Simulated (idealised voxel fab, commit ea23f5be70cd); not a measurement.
process module | voxel spacer lines
cross-section cut | 215 nm wide | cells 5 nm
A cross-section is a grid of square cells, given in bands from the top down. A band is one or more rows of cells.
Each band's line starts with the height of the band's top and of its bottom, in nm. Then come its materials from left to right, each with its width in nm. One material with "throughout" fills the band from edge to edge. "air" is empty space.
Height 0 is the level under which the wafer as received is all one material. The lowest band goes on downwards, as in "0 down".
A width such as "30 to 40" changes by the same amount from each row of cells to the next, from the band's top row to its bottom row.
"no change" after a step means that no cell of the cross-section changed.
closed voids: empty space of 8 cells or more with no open way to the top, each as width x height at its distance from the left edge, in nm
after a step's settings: what the simulator itself notes on the step
overlay nm, on a step with a mask: how far to the right of its planned place the mask lay; to the left if negative
plan
1 op RECEIVE | material Si
2 op CONFORMAL_DEP | material Al2O3 | thk nm 10
3 op DIRECTIONAL_DEP | material SiN | thk nm 15
4 op DIRECTIONAL_DEP | material polySi | thk nm 30
5 op PATTERN | tone cover | mask id MANDREL | material resist | width nm 15 | pitch nm 60 | thk nm 35 | overlay nm 0
6 op DIRECTIONAL_ETCH | etch materials polySi | depth nm 30
7 op STRIP | etch materials resist
8 op CONFORMAL_DEP | material SiO2 | thk nm 10
9 op DIRECTIONAL_ETCH | etch materials SiO2 | depth nm 10
10 op STRIP | etch materials polySi
11 op DIRECTIONAL_ETCH | etch materials SiN | depth nm 15
12 op STRIP | etch materials SiO2
varied across the wafers: width nm of step 5. The plan shows the first wafer's value. All wafers start alike
first wafer as received, after step 1
  0 down: Si throughout
  closed voids: none
first wafer at the end, after step 12
  25 to 10: air 60 | SiN 10 | air 15 | SiN 10 | air 25 | SiN 10 | air 15 | SiN 10 | air 60
  10 to 0: Al2O3 throughout
  0 down: Si throughout
  closed voids: none
last wafer at the end
  25 to 10: air 50 | SiN 10 | air 35 | SiN 10 | air 5 | SiN 10 | air 35 | SiN 10 | air 50
  10 to 0: Al2O3 throughout
  0 down: Si throughout
  closed voids: none
each wafer at the end: cells of each material gained (+) or lost (-) since it was received, then its closed voids
width nm 15 | +86 Al2O3 | +24 SiN | closed voids: none
width nm 20 | +86 Al2O3 | +24 SiN | closed voids: none
width nm 25 | +86 Al2O3 | +24 SiN | closed voids: none
width nm 30 | +86 Al2O3 | +24 SiN | closed voids: none
width nm 35 | +86 Al2O3 | +24 SiN | closed voids: none
